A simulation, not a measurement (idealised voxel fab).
process module | voxel wiring stack
cross-section cut | 200 nm wide | cells 5 nm
A cross-section is a grid of square cells, given in bands from the top down. A band is one or more rows of cells.
Each band's line starts with the height of the band's top and of its bottom, in nm. Then come its materials from left to right, each with its width in nm. One material with "throughout" fills the band from edge to edge. "air" is empty space.
Height 0 is the level under which the wafer as received is all one material. The lowest band goes on downwards, as in "0 down".
A width such as "30 to 40" changes by the same amount from each row of cells to the next, from the band's top row to its bottom row.
"no change" after a step means that no cell of the cross-section changed.
closed voids: empty space of 8 cells or more with no open way to the top, each as width x height at its distance from the left edge, in nm
after a step's settings: what the simulator itself notes on the step
overlay nm, on a step with a mask: how far to the right of its planned place the mask lay; to the left if negative
Each pair below shows a cross-section before one step and the cross-section after it, down to the lowest band that changed. The line under each pair gives the step between them, with its settings. The pairs can come from different runs of this module on the same starting wafer, so a pair continues from the pair above only where its "before" says so.
before
  0 down: Si throughout
  closed voids: none
after
  15 to 0: SiO2 throughout
  below 0: unchanged
  closed voids: none
the step between: op CONFORMAL_DEP | material SiO2 | thk nm 15
before: the cross-section after the pair above
after
  20 to 15: TiN throughout
  below 15: unchanged
  closed voids: none
the step between: op DIRECTIONAL_DEP | material TiN | thk nm 5
before: the cross-section after the pair above
after
  45 to 20: W throughout
  below 20: unchanged
  closed voids: none
the step between: op DIRECTIONAL_DEP | material W | thk nm 25
before: the cross-section after the pair above
after
  65 to 45: air 60 | resist 25 | air 30 | resist 25 | air 60
  below 45: unchanged
  closed voids: none
the step between: op PATTERN | tone cover | mask id METAL_1 | material resist | width nm 25 | pitch nm 55 | thk nm 20 | overlay nm 0
before: the cross-section after the pair above
after
  65 to 45: air 60 | resist 25 | air 30 | resist 25 | air 60
  45 to 20: air 60 | W 25 | air 30 | W 25 | air 60
  below 20: unchanged
  closed voids: none
the step between: op DIRECTIONAL_ETCH | etch materials W | depth nm 25
before: the cross-section after the pair above
after
  65 to 45: air 60 | resist 25 | air 30 | resist 25 | air 60
  45 to 20: air 60 | W 25 | air 30 | W 25 | air 60
  20 to 15: air 60 | TiN 25 | air 30 | TiN 25 | air 60
  below 15: unchanged
  closed voids: none
the step between: op DIRECTIONAL_ETCH | etch materials TiN | depth nm 5
before: the cross-section after the pair above
after
  45 to 20: air 60 | W 25 | air 30 | W 25 | air 60
  below 20: unchanged
  closed voids: none
the step between: op STRIP | etch materials resist
before: the cross-section after the pair above
after
  50 to 45: air 55 | SiCN 35 | air 20 | SiCN 35 | air 55
  45 to 20: air 55 | SiCN 5 | W 25 | SiCN 5 | air 20 | SiCN 5 | W 25 | SiCN 5 | air 55
  20 to 15: SiCN 60 | TiN 25 | SiCN 30 | TiN 25 | SiCN 60
  below 15: unchanged
  closed voids: none
the step between: op CONFORMAL_DEP | material SiCN | thk nm 5
before: the cross-section after the pair above
after
  55 to 50: lowk throughout
  50 to 45: lowk 55 | SiCN 35 | lowk 20 | SiCN 35 | lowk 55
  45 to 20: lowk 55 | SiCN 5 | W 25 | SiCN 5 | lowk 20 | SiCN 5 | W 25 | SiCN 5 | lowk 55
  below 20: unchanged
  closed voids: none
the step between: op FILL_DEP | material lowk | thk nm 5
before: the cross-section after the pair above
after
  45 to 20: lowk 55 | SiCN 5 | W 25 | SiCN 5 | lowk 20 | SiCN 5 | W 25 | SiCN 5 | lowk 55
  below 20: unchanged
  closed voids: none
the step between: op CMP | height nm 45
before: the cross-section after the pair above
after
  50 to 45: SiCN throughout
  below 45: unchanged
  closed voids: none
the step between: op CONFORMAL_DEP | material SiCN | thk nm 5
before: the cross-section after the pair above
after
  70 to 50: lowk throughout
  below 50: unchanged
  closed voids: none
the step between: op DIRECTIONAL_DEP | material lowk | thk nm 20
before: the cross-section after the pair above
after
  85 to 70: aC throughout
  below 70: unchanged
  closed voids: none
the step between: op DIRECTIONAL_DEP | material aC | thk nm 15
before: the cross-section after the pair above
after
  115 to 85: resist 60 | air 15 | resist 125
  below 85: unchanged
  closed voids: none
the step between: op PATTERN | tone open | mask id PLUG_1 | material resist | width nm 15 | thk nm 30 | overlay nm 0
before: the cross-section after the pair above
after
  100 to 85: resist 60 | air 15 | resist 125
  85 to 70: aC 60 | air 15 | aC 125
  below 70: unchanged
  closed voids: none
the step between: op DIRECTIONAL_ETCH | etch materials aC | depth nm 15
before: the cross-section after the pair above
after
  85 to 70: aC 60 | air 15 | aC 125
  below 70: unchanged
  closed voids: none
the step between: op STRIP | etch materials resist
before: the cross-section after the pair above
after
  85 to 70: aC 60 | air 15 | aC 125
  70 to 50: lowk 60 | air 15 | lowk 125
  below 50: unchanged
  closed voids: none
the step between: op DIRECTIONAL_ETCH | etch materials lowk | depth nm 20
before: the cross-section after the pair above
after
  85 to 70: aC 60 | air 15 | aC 125
  70 to 50: lowk 60 | air 15 | lowk 125
  50 to 45: SiCN 60 | air 15 | SiCN 125
  below 45: unchanged
  closed voids: none
the step between: op DIRECTIONAL_ETCH | etch materials SiCN | depth nm 5
before: the cross-section after the pair above
after
  70 to 50: lowk 60 | air 15 | lowk 125
  below 50: unchanged
  closed voids: none
the step between: op STRIP | etch materials aC
before: the cross-section after the pair above
after
  70 to 55: lowk 60 | air 15 | lowk 125
  55 to 50: lowk 60 | Ru 15 | lowk 125
  50 to 45: SiCN 60 | Ru 15 | SiCN 125
  below 45: unchanged
  closed voids: none
the step between: op EPI | material Ru | thk nm 10
before: the cross-section after the pair above
after
  70 to 65: lowk 60 | air 15 | lowk 125
  65 to 50: lowk 60 | Ru 15 | lowk 125
  below 50: unchanged
  closed voids: none
the step between: op EPI | material Ru | thk nm 10
before: the cross-section after the pair above
after
  70 to 50: lowk 60 | Ru 15 | lowk 125
  below 50: unchanged
  closed voids: none
the step between: op EPI | material Ru | thk nm 5
before: the cross-section after the pair above
after
  75 to 70: TiN throughout
  below 70: unchanged
  closed voids: none
the step between: op DIRECTIONAL_DEP | material TiN | thk nm 5
before: the cross-section after the pair above
after
  95 to 75: Ru throughout
  below 75: unchanged
  closed voids: none
the step between: op DIRECTIONAL_DEP | material Ru | thk nm 20
before: the cross-section after the pair above
after
  110 to 95: aC throughout
  below 95: unchanged
  closed voids: none
the step between: op DIRECTIONAL_DEP | material aC | thk nm 15
before: the cross-section after the pair above
after
  140 to 110: air 60 | resist 25 | air 30 | resist 25 | air 60
  below 110: unchanged
  closed voids: none
the step between: op PATTERN | tone cover | mask id METAL_2 | material resist | width nm 25 | pitch nm 55 | thk nm 30 | overlay nm 0
before: the cross-section after the pair above
after
  125 to 110: air 60 | resist 25 | air 30 | resist 25 | air 60
  110 to 95: air 60 | aC 25 | air 30 | aC 25 | air 60
  below 95: unchanged
  closed voids: none
the step between: op DIRECTIONAL_ETCH | etch materials aC | depth nm 15
before: the cross-section after the pair above
after
  110 to 95: air 60 | aC 25 | air 30 | aC 25 | air 60
  below 95: unchanged
  closed voids: none
the step between: op STRIP | etch materials resist
before: the cross-section after the pair above
after
  110 to 95: air 60 | aC 25 | air 30 | aC 25 | air 60
  95 to 75: air 60 | Ru 25 | air 30 | Ru 25 | air 60
  below 75: unchanged
  closed voids: none
the step between: op DIRECTIONAL_ETCH | etch materials Ru | depth nm 20
before: the cross-section after the pair above
after
  110 to 95: air 60 | aC 25 | air 30 | aC 25 | air 60
  95 to 75: air 60 | Ru 25 | air 30 | Ru 25 | air 60
  75 to 70: air 60 | TiN 25 | air 30 | TiN 25 | air 60
  below 70: unchanged
  closed voids: none
the step between: op DIRECTIONAL_ETCH | etch materials TiN | depth nm 5
before: the cross-section after the pair above
after
  95 to 75: air 60 | Ru 25 | air 30 | Ru 25 | air 60
  below 75: unchanged
  closed voids: none
the step between: op STRIP | etch materials aC
before: the cross-section after the pair above
after
  100 to 95: air 55 | SiN 35 | air 20 | SiN 35 | air 55
  95 to 75: air 55 | SiN 5 | Ru 25 | SiN 5 | air 20 | SiN 5 | Ru 25 | SiN 5 | air 55
  75 to 70: SiN 60 | TiN 25 | SiN 30 | TiN 25 | SiN 60
  below 70: unchanged
  closed voids: none
the step between: op CONFORMAL_DEP | material SiN | thk nm 5
before: the cross-section after the pair above
after
  110 to 100: SiO2 throughout
  100 to 95: SiO2 55 | SiN 35 | SiO2 20 | SiN 35 | SiO2 55
  95 to 75: SiO2 55 | SiN 5 | Ru 25 | SiN 5 | SiO2 20 | SiN 5 | Ru 25 | SiN 5 | SiO2 55
  below 75: unchanged
  closed voids: none
the step between: op FILL_DEP | material SiO2 | thk nm 10
before: the cross-section after the pair above
after
  95 to 75: SiO2 55 | SiN 5 | Ru 25 | SiN 5 | SiO2 20 | SiN 5 | Ru 25 | SiN 5 | SiO2 55
  below 75: unchanged
  closed voids: none
the step between: op CMP | height nm 95
before: the cross-section after the pair above
after
  100 to 95: SiCN throughout
  below 95: unchanged
  closed voids: none
the step between: op CONFORMAL_DEP | material SiCN | thk nm 5
before: the cross-section after the pair above
after
  110 to 100: lowk throughout
  below 100: unchanged
  closed voids: none
the step between: op DIRECTIONAL_DEP | material lowk | thk nm 10
before: the cross-section after the pair above
after
  120 to 110: aC throughout
  below 110: unchanged
  closed voids: none
the step between: op DIRECTIONAL_DEP | material aC | thk nm 10
before: the cross-section after the pair above
after
  145 to 120: resist 60 | air 15 | resist 40 | air 15 | resist 70
  below 120: unchanged
  closed voids: none
the step between: op PATTERN | tone open | mask id PLUG_2 | material resist | width nm 15 | pitch nm 55 | thk nm 25 | overlay nm 0
before: the cross-section after the pair above
after
  135 to 120: resist 60 | air 15 | resist 40 | air 15 | resist 70
  120 to 110: aC 60 | air 15 | aC 40 | air 15 | aC 70
  below 110: unchanged
  closed voids: none
the step between: op DIRECTIONAL_ETCH | etch materials aC | depth nm 10
before: the cross-section after the pair above
after
  120 to 110: aC 60 | air 15 | aC 40 | air 15 | aC 70
  below 110: unchanged
  closed voids: none
the step between: op STRIP | etch materials resist
before: the cross-section after the pair above
after
  120 to 110: aC 60 | air 15 | aC 40 | air 15 | aC 70
  110 to 100: lowk 60 | air 15 | lowk 40 | air 15 | lowk 70
  below 100: unchanged
  closed voids: none
the step between: op DIRECTIONAL_ETCH | etch materials lowk | depth nm 10
before: the cross-section after the pair above
after
  120 to 110: aC 60 | air 15 | aC 40 | air 15 | aC 70
  110 to 100: lowk 60 | air 15 | lowk 40 | air 15 | lowk 70
  100 to 95: SiCN 60 | air 15 | SiCN 40 | air 15 | SiCN 70
  below 95: unchanged
  closed voids: none
the step between: op DIRECTIONAL_ETCH | etch materials SiCN | depth nm 5
before: the cross-section after the pair above
after
  110 to 100: lowk 60 | air 15 | lowk 40 | air 15 | lowk 70
  below 100: unchanged
  closed voids: none
the step between: op STRIP | etch materials aC
before: the cross-section after the pair above
after
  115 to 110: TiN 65 | air 5 | TiN 50 | air 5 | TiN 75
  110 to 100: lowk 60 | TiN 5 | air 5 | TiN 5 | lowk 40 | TiN 5 | air 5 | TiN 5 | lowk 70
  100 to 95: SiCN 60 | TiN 15 | SiCN 40 | TiN 15 | SiCN 70
  below 95: unchanged
  closed voids: none
the step between: op CONFORMAL_DEP | material TiN | thk nm 5
before: the cross-section after the pair above
after
  125 to 115: Ru throughout
  115 to 110: TiN 65 | Ru 5 | TiN 50 | Ru 5 | TiN 75
  110 to 100: lowk 60 | TiN 5 | Ru 5 | TiN 5 | lowk 40 | TiN 5 | Ru 5 | TiN 5 | lowk 70
  below 100: unchanged
  closed voids: none
the step between: op FILL_DEP | material Ru | thk nm 10
before: the cross-section after the pair above
after
  110 to 100: lowk 60 | TiN 5 | Ru 5 | TiN 5 | lowk 40 | TiN 5 | Ru 5 | TiN 5 | lowk 70
  below 100: unchanged
  closed voids: none
the step between: op CMP | height nm 110
before: the cross-section after the pair above
after
  115 to 110: SiN throughout
  below 110: unchanged
  closed voids: none
the step between: op CONFORMAL_DEP | material SiN | thk nm 5
before: the cross-section after the pair above
after
  140 to 115: SiO2 throughout
  below 115: unchanged
  closed voids: none
the step between: op DIRECTIONAL_DEP | material SiO2 | thk nm 25
before: the cross-section after the pair above
after
  160 to 140: resist 60 | air 25 | resist 30 | air 25 | resist 60
  below 140: unchanged
  closed voids: none
the step between: op PATTERN | tone open | mask id METAL_3 | material resist | width nm 25 | pitch nm 55 | thk nm 20 | overlay nm 0
before: the cross-section after the pair above
after
  160 to 140: resist 60 | air 25 | resist 30 | air 25 | resist 60
  140 to 115: SiO2 60 | air 25 | SiO2 30 | air 25 | SiO2 60
  below 115: unchanged
  closed voids: none
the step between: op DIRECTIONAL_ETCH | etch materials SiO2 | depth nm 25
before: the cross-section after the pair above
after
  160 to 140: resist 60 | air 25 | resist 30 | air 25 | resist 60
  140 to 115: SiO2 60 | air 25 | SiO2 30 | air 25 | SiO2 60
  115 to 110: SiN 60 | air 25 | SiN 30 | air 25 | SiN 60
  below 110: unchanged
  closed voids: none
the step between: op DIRECTIONAL_ETCH | etch materials SiN | depth nm 5
before: the cross-section after the pair above
after
  140 to 115: SiO2 60 | air 25 | SiO2 30 | air 25 | SiO2 60
  below 115: unchanged
  closed voids: none
the step between: op STRIP | etch materials resist
before: the cross-section after the pair above
after
  145 to 140: TiN 65 | air 15 | TiN 40 | air 15 | TiN 65
  140 to 115: SiO2 60 | TiN 5 | air 15 | TiN 5 | SiO2 30 | TiN 5 | air 15 | TiN 5 | SiO2 60
  115 to 110: SiN 60 | TiN 25 | SiN 30 | TiN 25 | SiN 60
  below 110: unchanged
  closed voids: none
the step between: op CONFORMAL_DEP | material TiN | thk nm 5
before: the cross-section after the pair above
after
  155 to 145: Cu throughout
  145 to 140: TiN 65 | Cu 15 | TiN 40 | Cu 15 | TiN 65
  140 to 115: SiO2 60 | TiN 5 | Cu 15 | TiN 5 | SiO2 30 | TiN 5 | Cu 15 | TiN 5 | SiO2 60
  below 115: unchanged
  closed voids: none
the step between: op FILL_DEP | material Cu | thk nm 10
before: the cross-section after the pair above
after
  140 to 115: SiO2 60 | TiN 5 | Cu 15 | TiN 5 | SiO2 30 | TiN 5 | Cu 15 | TiN 5 | SiO2 60
  below 115: unchanged
  closed voids: none
the step between: op CMP | height nm 140
before: the cross-section after the pair above
after
  145 to 140: SiCN throughout
  below 140: unchanged
  closed voids: none
the step between: op CONFORMAL_DEP | material SiCN | thk nm 5
before
  70 to 55: lowk 60 | air 15 | lowk 125
  55 to 50: lowk 60 | Ru 15 | lowk 125
  50 to 45: SiCN 60 | Ru 15 | SiCN 125
  45 to 20: lowk 55 | SiCN 5 | W 25 | SiCN 5 | lowk 20 | SiCN 5 | W 25 | SiCN 5 | lowk 55
  20 to 15: SiCN 60 | TiN 25 | SiCN 30 | TiN 25 | SiCN 60
  15 to 0: SiO2 throughout
  0 down: Si throughout
  closed voids: none
after
  70 to 60: lowk 60 | air 15 | lowk 125
  60 to 50: lowk 60 | Ru 15 | lowk 125
  below 50: unchanged
  closed voids: none
the step between: op EPI | material Ru | thk nm 5
before: the cross-section after the pair above
after
  75 to 70: TiN 60 | air 15 | TiN 125
  70 to 65: lowk 60 | air 15 | lowk 125
  65 to 60: lowk 60 | TiN 15 | lowk 125
  below 60: unchanged
  closed voids: none
the step between: op DIRECTIONAL_DEP | material TiN | thk nm 5
before: the cross-section after the pair above
after
  95 to 85: Ru 60 | air 15 | Ru 125
  85 to 75: Ru throughout
  75 to 70: TiN 60 | Ru 15 | TiN 125
  70 to 65: lowk 60 | Ru 15 | lowk 125
  below 65: unchanged
  closed voids: none
the step between: op DIRECTIONAL_DEP | material Ru | thk nm 20
before: the cross-section after the pair above
after
  110 to 100: aC 60 | air 15 | aC 125
  100 to 95: aC throughout
  95 to 85: Ru 60 | aC 15 | Ru 125
  below 85: unchanged
  closed voids: none
the step between: op DIRECTIONAL_DEP | material aC | thk nm 15
before: the cross-section after the pair above
after
  140 to 110: air 60 | resist 25 | air 30 | resist 25 | air 60
  110 to 100: aC 60 | resist 15 | aC 125
  below 100: unchanged
  closed voids: none
the step between: op PATTERN | tone cover | mask id METAL_2 | material resist | width nm 25 | pitch nm 55 | thk nm 30 | overlay nm 0
before: the cross-section after the pair above
after
  125 to 110: air 60 | resist 25 | air 30 | resist 25 | air 60
  110 to 100: air 60 | resist 15 | aC 10 | air 30 | aC 25 | air 60
  100 to 95: air 60 | aC 25 | air 30 | aC 25 | air 60
  below 95: unchanged
  closed voids: none
the step between: op DIRECTIONAL_ETCH | etch materials aC | depth nm 15
before: the cross-section after the pair above
after
  110 to 100: air 75 | aC 10 | air 30 | aC 25 | air 60
  below 100: unchanged
  closed voids: none
the step between: op STRIP | etch materials resist
before: the cross-section after the pair above
after
  110 to 100: air 75 | aC 10 | air 30 | aC 25 | air 60
  100 to 95: air 60 | aC 25 | air 30 | aC 25 | air 60
  95 to 85: air 60 | aC 15 | Ru 10 | air 30 | Ru 25 | air 60
  85 to 75: air 60 | Ru 25 | air 30 | Ru 25 | air 60
  below 75: unchanged
  closed voids: none
the step between: op DIRECTIONAL_ETCH | etch materials Ru | depth nm 20
before: the cross-section after the pair above
after
  110 to 100: air 75 | aC 10 | air 30 | aC 25 | air 60
  100 to 95: air 60 | aC 25 | air 30 | aC 25 | air 60
  95 to 85: air 60 | aC 15 | Ru 10 | air 30 | Ru 25 | air 60
  85 to 75: air 60 | Ru 25 | air 30 | Ru 25 | air 60
  75 to 70: air 60 | Ru 15 | TiN 10 | air 30 | TiN 25 | air 60
  below 70: unchanged
  closed voids: none
the step between: op DIRECTIONAL_ETCH | etch materials TiN | depth nm 5
before: the cross-section after the pair above
after
  95 to 85: air 75 | Ru 10 | air 30 | Ru 25 | air 60
  below 85: unchanged
  closed voids: none
the step between: op STRIP | etch materials aC
before: the cross-section after the pair above
after
  100 to 95: air 70 | SiN 20 | air 20 | SiN 35 | air 55
  95 to 85: air 70 to 55 | SiN 5 to 20 | Ru 10 | SiN 5 | air 20 | SiN 5 | Ru 25 | SiN 5 | air 55
  85 to 75: air 55 | SiN 5 | Ru 25 | SiN 5 | air 20 | SiN 5 | Ru 25 | SiN 5 | air 55
  75 to 70: SiN 60 | Ru 15 | TiN 10 | SiN 30 | TiN 25 | SiN 60
  below 70: unchanged
  closed voids: none
the step between: op CONFORMAL_DEP | material SiN | thk nm 5
before: the cross-section after the pair above
after
  110 to 100: SiO2 throughout
  100 to 95: SiO2 70 | SiN 20 | SiO2 20 | SiN 35 | SiO2 55
  95 to 85: SiO2 70 to 55 | SiN 5 to 20 | Ru 10 | SiN 5 | SiO2 20 | SiN 5 | Ru 25 | SiN 5 | SiO2 55
  85 to 75: SiO2 55 | SiN 5 | Ru 25 | SiN 5 | SiO2 20 | SiN 5 | Ru 25 | SiN 5 | SiO2 55
  below 75: unchanged
  closed voids: none
the step between: op FILL_DEP | material SiO2 | thk nm 10
before: the cross-section after the pair above
after
  95 to 85: SiO2 70 to 55 | SiN 5 to 20 | Ru 10 | SiN 5 | SiO2 20 | SiN 5 | Ru 25 | SiN 5 | SiO2 55
  below 85: unchanged
  closed voids: none
the step between: op CMP | height nm 95
before: the cross-section after the pair above
after
  100 to 95: SiCN throughout
  below 95: unchanged
  closed voids: none
the step between: op CONFORMAL_DEP | material SiCN | thk nm 5
before: the cross-section after the pair above
after
  110 to 100: lowk throughout
  below 100: unchanged
  closed voids: none
the step between: op DIRECTIONAL_DEP | material lowk | thk nm 10
before: the cross-section after the pair above
after
  120 to 110: aC throughout
  below 110: unchanged
  closed voids: none
the step between: op DIRECTIONAL_DEP | material aC | thk nm 10
before: the cross-section after the pair above
after
  145 to 120: resist 60 | air 15 | resist 40 | air 15 | resist 70
  below 120: unchanged
  closed voids: none
the step between: op PATTERN | tone open | mask id PLUG_2 | material resist | width nm 15 | pitch nm 55 | thk nm 25 | overlay nm 0
before: the cross-section after the pair above
after
  135 to 120: resist 60 | air 15 | resist 40 | air 15 | resist 70
  120 to 110: aC 60 | air 15 | aC 40 | air 15 | aC 70
  below 110: unchanged
  closed voids: none
the step between: op DIRECTIONAL_ETCH | etch materials aC | depth nm 10
before: the cross-section after the pair above
after
  120 to 110: aC 60 | air 15 | aC 40 | air 15 | aC 70
  below 110: unchanged
  closed voids: none
the step between: op STRIP | etch materials resist
before: the cross-section after the pair above
after
  120 to 110: aC 60 | air 15 | aC 40 | air 15 | aC 70
  110 to 100: lowk 60 | air 15 | lowk 40 | air 15 | lowk 70
  below 100: unchanged
  closed voids: none
the step between: op DIRECTIONAL_ETCH | etch materials lowk | depth nm 10
before: the cross-section after the pair above
after
  120 to 110: aC 60 | air 15 | aC 40 | air 15 | aC 70
  110 to 100: lowk 60 | air 15 | lowk 40 | air 15 | lowk 70
  100 to 95: SiCN 60 | air 15 | SiCN 40 | air 15 | SiCN 70
  below 95: unchanged
  closed voids: none
the step between: op DIRECTIONAL_ETCH | etch materials SiCN | depth nm 5
before: the cross-section after the pair above
after
  110 to 100: lowk 60 | air 15 | lowk 40 | air 15 | lowk 70
  below 100: unchanged
  closed voids: none
the step between: op STRIP | etch materials aC
before: the cross-section after the pair above
after
  115 to 110: TiN 65 | air 5 | TiN 50 | air 5 | TiN 75
  110 to 100: lowk 60 | TiN 5 | air 5 | TiN 5 | lowk 40 | TiN 5 | air 5 | TiN 5 | lowk 70
  100 to 95: SiCN 60 | TiN 15 | SiCN 40 | TiN 15 | SiCN 70
  below 95: unchanged
  closed voids: none
the step between: op CONFORMAL_DEP | material TiN | thk nm 5
before: the cross-section after the pair above
after
  125 to 115: Ru throughout
  115 to 110: TiN 65 | Ru 5 | TiN 50 | Ru 5 | TiN 75
  110 to 100: lowk 60 | TiN 5 | Ru 5 | TiN 5 | lowk 40 | TiN 5 | Ru 5 | TiN 5 | lowk 70
  below 100: unchanged
  closed voids: none
the step between: op FILL_DEP | material Ru | thk nm 10
before: the cross-section after the pair above
after
  110 to 100: lowk 60 | TiN 5 | Ru 5 | TiN 5 | lowk 40 | TiN 5 | Ru 5 | TiN 5 | lowk 70
  below 100: unchanged
  closed voids: none
the step between: op CMP | height nm 110
before: the cross-section after the pair above
after
  115 to 110: SiN throughout
  below 110: unchanged
  closed voids: none
the step between: op CONFORMAL_DEP | material SiN | thk nm 5
before: the cross-section after the pair above
after
  140 to 115: SiO2 throughout
  below 115: unchanged
  closed voids: none
the step between: op DIRECTIONAL_DEP | material SiO2 | thk nm 25
before: the cross-section after the pair above
after
  160 to 140: resist 60 | air 25 | resist 30 | air 25 | resist 60
  below 140: unchanged
  closed voids: none
the step between: op PATTERN | tone open | mask id METAL_3 | material resist | width nm 25 | pitch nm 55 | thk nm 20 | overlay nm 0
before: the cross-section after the pair above
after
  160 to 140: resist 60 | air 25 | resist 30 | air 25 | resist 60
  140 to 115: SiO2 60 | air 25 | SiO2 30 | air 25 | SiO2 60
  below 115: unchanged
  closed voids: none
the step between: op DIRECTIONAL_ETCH | etch materials SiO2 | depth nm 25
before: the cross-section after the pair above
after
  160 to 140: resist 60 | air 25 | resist 30 | air 25 | resist 60
  140 to 115: SiO2 60 | air 25 | SiO2 30 | air 25 | SiO2 60
  115 to 110: SiN 60 | air 25 | SiN 30 | air 25 | SiN 60
  below 110: unchanged
  closed voids: none
the step between: op DIRECTIONAL_ETCH | etch materials SiN | depth nm 5
before: the cross-section after the pair above
after
  140 to 115: SiO2 60 | air 25 | SiO2 30 | air 25 | SiO2 60
  below 115: unchanged
  closed voids: none
the step between: op STRIP | etch materials resist
before: the cross-section after the pair above
after
  145 to 140: TiN 65 | air 15 | TiN 40 | air 15 | TiN 65
  140 to 115: SiO2 60 | TiN 5 | air 15 | TiN 5 | SiO2 30 | TiN 5 | air 15 | TiN 5 | SiO2 60
  115 to 110: SiN 60 | TiN 25 | SiN 30 | TiN 25 | SiN 60
  below 110: unchanged
  closed voids: none
the step between: op CONFORMAL_DEP | material TiN | thk nm 5
before: the cross-section after the pair above
after
  155 to 145: Cu throughout
  145 to 140: TiN 65 | Cu 15 | TiN 40 | Cu 15 | TiN 65
  140 to 115: SiO2 60 | TiN 5 | Cu 15 | TiN 5 | SiO2 30 | TiN 5 | Cu 15 | TiN 5 | SiO2 60
  below 115: unchanged
  closed voids: none
the step between: op FILL_DEP | material Cu | thk nm 10
before: the cross-section after the pair above
after
  140 to 115: SiO2 60 | TiN 5 | Cu 15 | TiN 5 | SiO2 30 | TiN 5 | Cu 15 | TiN 5 | SiO2 60
  below 115: unchanged
  closed voids: none
the step between: op CMP | height nm 140
before: the cross-section after the pair above
after
  145 to 140: SiCN throughout
  below 140: unchanged
  closed voids: none
the step between: op CONFORMAL_DEP | material SiCN | thk nm 5
before
  15 to 0: SiO2 throughout
  0 down: Si throughout
  closed voids: none
after
  30 to 0: SiO2 throughout
  below 0: unchanged
  closed voids: none
the step between: op CONFORMAL_DEP | material SiO2 | thk nm 15
before: the cross-section after the pair above
after
  35 to 30: TiN throughout
  below 30: unchanged
  closed voids: none
the step between: op DIRECTIONAL_DEP | material TiN | thk nm 5
before: the cross-section after the pair above
after
  60 to 35: W throughout
  below 35: unchanged
  closed voids: none
the step between: op DIRECTIONAL_DEP | material W | thk nm 25
before: the cross-section after the pair above
after
  80 to 60: air 60 | resist 25 | air 30 | resist 25 | air 60
  below 60: unchanged
  closed voids: none
the step between: op PATTERN | tone cover | mask id METAL_1 | material resist | width nm 25 | pitch nm 55 | thk nm 20 | overlay nm 0
before: the cross-section after the pair above
after
  80 to 60: air 60 | resist 25 | air 30 | resist 25 | air 60
  60 to 35: air 60 | W 25 | air 30 | W 25 | air 60
  below 35: unchanged
  closed voids: none
the step between: op DIRECTIONAL_ETCH | etch materials W | depth nm 25
before: the cross-section after the pair above
after
  80 to 60: air 60 | resist 25 | air 30 | resist 25 | air 60
  60 to 35: air 60 | W 25 | air 30 | W 25 | air 60
  35 to 30: air 60 | TiN 25 | air 30 | TiN 25 | air 60
  below 30: unchanged
  closed voids: none
the step between: op DIRECTIONAL_ETCH | etch materials TiN | depth nm 5
before: the cross-section after the pair above
after
  60 to 35: air 60 | W 25 | air 30 | W 25 | air 60
  below 35: unchanged
  closed voids: none
the step between: op STRIP | etch materials resist
before: the cross-section after the pair above
after
  65 to 60: air 55 | SiCN 35 | air 20 | SiCN 35 | air 55
  60 to 35: air 55 | SiCN 5 | W 25 | SiCN 5 | air 20 | SiCN 5 | W 25 | SiCN 5 | air 55
  35 to 30: SiCN 60 | TiN 25 | SiCN 30 | TiN 25 | SiCN 60
  below 30: unchanged
  closed voids: none
the step between: op CONFORMAL_DEP | material SiCN | thk nm 5
before: the cross-section after the pair above
after
  70 to 65: lowk throughout
  65 to 60: lowk 55 | SiCN 35 | lowk 20 | SiCN 35 | lowk 55
  60 to 35: lowk 55 | SiCN 5 | W 25 | SiCN 5 | lowk 20 | SiCN 5 | W 25 | SiCN 5 | lowk 55
  below 35: unchanged
  closed voids: none
the step between: op FILL_DEP | material lowk | thk nm 5
before: the cross-section after the pair above
after
  45 to 35: lowk 55 | SiCN 5 | W 25 | SiCN 5 | lowk 20 | SiCN 5 | W 25 | SiCN 5 | lowk 55
  below 35: unchanged
  closed voids: none
the step between: op CMP | height nm 45
before: the cross-section after the pair above
after
  50 to 45: SiCN throughout
  below 45: unchanged
  closed voids: none
the step between: op CONFORMAL_DEP | material SiCN | thk nm 5
before: the cross-section after the pair above
after
  70 to 50: lowk throughout
  below 50: unchanged
  closed voids: none
the step between: op DIRECTIONAL_DEP | material lowk | thk nm 20
before: the cross-section after the pair above
after
  85 to 70: aC throughout
  below 70: unchanged
  closed voids: none
the step between: op DIRECTIONAL_DEP | material aC | thk nm 15
before: the cross-section after the pair above
after
  115 to 85: resist 60 | air 15 | resist 125
  below 85: unchanged
  closed voids: none
the step between: op PATTERN | tone open | mask id PLUG_1 | material resist | width nm 15 | thk nm 30 | overlay nm 0
before: the cross-section after the pair above
after
  100 to 85: resist 60 | air 15 | resist 125
  85 to 70: aC 60 | air 15 | aC 125
  below 70: unchanged
  closed voids: none
the step between: op DIRECTIONAL_ETCH | etch materials aC | depth nm 15
before: the cross-section after the pair above
after
  85 to 70: aC 60 | air 15 | aC 125
  below 70: unchanged
  closed voids: none
the step between: op STRIP | etch materials resist
before: the cross-section after the pair above
after
  85 to 70: aC 60 | air 15 | aC 125
  70 to 50: lowk 60 | air 15 | lowk 125
  below 50: unchanged
  closed voids: none
the step between: op DIRECTIONAL_ETCH | etch materials lowk | depth nm 20
before: the cross-section after the pair above
after
  85 to 70: aC 60 | air 15 | aC 125
  70 to 50: lowk 60 | air 15 | lowk 125
  50 to 45: SiCN 60 | air 15 | SiCN 125
  below 45: unchanged
  closed voids: none
the step between: op DIRECTIONAL_ETCH | etch materials SiCN | depth nm 5
before: the cross-section after the pair above
after
  70 to 50: lowk 60 | air 15 | lowk 125
  below 50: unchanged
  closed voids: none
the step between: op STRIP | etch materials aC
before: the cross-section after the pair above
after
  70 to 55: lowk 60 | air 15 | lowk 125
  55 to 50: lowk 60 | Ru 15 | lowk 125
  50 to 45: SiCN 60 | Ru 15 | SiCN 125
  below 45: unchanged
  closed voids: none
the step between: op EPI | material Ru | thk nm 10
before: the cross-section after the pair above
after
  70 to 65: lowk 60 | air 15 | lowk 125
  65 to 50: lowk 60 | Ru 15 | lowk 125
  below 50: unchanged
  closed voids: none
the step between: op EPI | material Ru | thk nm 10
before: the cross-section after the pair above
after
  70 to 50: lowk 60 | Ru 15 | lowk 125
  below 50: unchanged
  closed voids: none
the step between: op EPI | material Ru | thk nm 5
before: the cross-section after the pair above
after
  75 to 70: TiN throughout
  below 70: unchanged
  closed voids: none
the step between: op DIRECTIONAL_DEP | material TiN | thk nm 5
before: the cross-section after the pair above
after
  95 to 75: Ru throughout
  below 75: unchanged
  closed voids: none
the step between: op DIRECTIONAL_DEP | material Ru | thk nm 20
before: the cross-section after the pair above
after
  110 to 95: aC throughout
  below 95: unchanged
  closed voids: none
the step between: op DIRECTIONAL_DEP | material aC | thk nm 15
before: the cross-section after the pair above
after
  140 to 110: air 60 | resist 25 | air 30 | resist 25 | air 60
  below 110: unchanged
  closed voids: none
the step between: op PATTERN | tone cover | mask id METAL_2 | material resist | width nm 25 | pitch nm 55 | thk nm 30 | overlay nm 0
before: the cross-section after the pair above
after
  125 to 110: air 60 | resist 25 | air 30 | resist 25 | air 60
  110 to 95: air 60 | aC 25 | air 30 | aC 25 | air 60
  below 95: unchanged
  closed voids: none
the step between: op DIRECTIONAL_ETCH | etch materials aC | depth nm 15
